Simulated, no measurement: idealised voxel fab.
process module | voxel self aligned contacts
cross-section cut | 215 nm wide | cells 5 nm
A cross-section is a grid of square cells, given in bands from the top down. A band is one or more rows of cells.
Each band's line starts with the height of the band's top and of its bottom, in nm. Then come its materials from left to right, each with its width in nm. One material with "throughout" fills the band from edge to edge. "air" is empty space.
Height 0 is the level under which the wafer as received is all one material. The lowest band goes on downwards, as in "0 down".
A width such as "30 to 40" changes by the same amount from each row of cells to the next, from the band's top row to its bottom row.
"no change" after a step means that no cell of the cross-section changed.
closed voids: empty space of 8 cells or more with no open way to the top, each as width x height at its distance from the left edge, in nm
after a step's settings: what the simulator itself notes on the step
overlay nm, on a step with a mask: how far to the right of its planned place the mask lay; to the left if negative
plan
1 op RECEIVE | material Si
2 op OXIDIZE | depth nm 5
3 op DIRECTIONAL_DEP | material polySi | thk nm 20
4 op DIRECTIONAL_DEP | material SiN | thk nm 20
5 op MASKED_ETCH | tone cover | mask id GATE | width nm 30 | pitch nm 55 | etch materials SiN | depth nm 20 | overlay nm 0
6 op MASKED_ETCH | tone cover | mask id GATE | width nm 20 | pitch nm 55 | etch materials polySi | depth nm 20 | overlay nm 0
7 op CONFORMAL_DEP | material SiN | thk nm 5
8 op DIRECTIONAL_ETCH | etch materials SiN | depth nm 5
9 op FILL_DEP | material SiO2 | thk nm 15
10 op CMP | height nm 50
11 op MASKED_ETCH | tone open | mask id CONTACT | width nm 35 | etch materials SiO2 | depth nm 55 | overlay nm 0
12 op CONFORMAL_DEP | material TiN | thk nm 5
13 op FILL_DEP | material Ru | thk nm 10
14 op CMP | height nm 50
15 op CONFORMAL_DEP | material SiCN | thk nm 5
varied across the wafers: width nm of step 6. The plan shows the first wafer's value. All wafers start alike
first wafer as received, after step 1
  0 down: Si throughout
  closed voids: none
first wafer at the end, after step 15
  55 to 50: SiCN throughout
  50 to 40: SiO2 90 | TiN 5 to 15 | Ru 25 to 5 | TiN 5 to 15 | SiO2 90
  40 to 20: SiO2 60 | SiN 40 | TiN 5 | Ru 5 | TiN 5 | SiN 40 | SiO2 60
  20 to 0: SiO2 60 | SiN 5 | polySi 30 | SiN 5 | TiN 5 | Ru 5 | TiN 5 | SiN 5 | polySi 30 | SiN 5 | SiO2 60
  0 to -5: SiO2 100 | TiN 15 | SiO2 100
  -5 down: Si throughout
  closed voids: none
last wafer at the end
  55 to 50: SiCN throughout
  50 to 40: SiO2 90 | TiN 5 to 15 | Ru 25 to 5 | TiN 5 to 15 | SiO2 90
  40 to 25: SiO2 60 | SiN 40 | TiN 5 | Ru 5 | TiN 5 | SiN 40 | SiO2 60
  25 to 20: SiO2 60 | SiN 40 | TiN 15 | SiN 40 | SiO2 60
  20 to 0: SiO2 55 | SiN 5 | polySi 40 | SiN 5 | TiN 5 | SiN 5 | polySi 40 | SiN 5 | SiO2 55
  0 to -5: SiO2 105 | TiN 5 | SiO2 105
  -5 down: Si throughout
  closed voids: none
each wafer at the end: cells of each material gained (+) or lost (-) since it was received, then its closed voids
width nm 20 | +14 Ru | -43 Si | +43 SiCN | +80 SiN | +304 SiO2 | +27 TiN | +48 polySi | closed voids: none
width nm 25 | +14 Ru | -43 Si | +43 SiCN | +80 SiN | +304 SiO2 | +27 TiN | +48 polySi | closed voids: none
width nm 30 | +14 Ru | -43 Si | +43 SiCN | +80 SiN | +304 SiO2 | +27 TiN | +48 polySi | closed voids: none
width nm 35 | +9 Ru | -43 Si | +43 SiCN | +80 SiN | +301 SiO2 | +27 TiN | +56 polySi | closed voids: none
width nm 40 | +9 Ru | -43 Si | +43 SiCN | +80 SiN | +298 SiO2 | +22 TiN | +64 polySi | closed voids: none
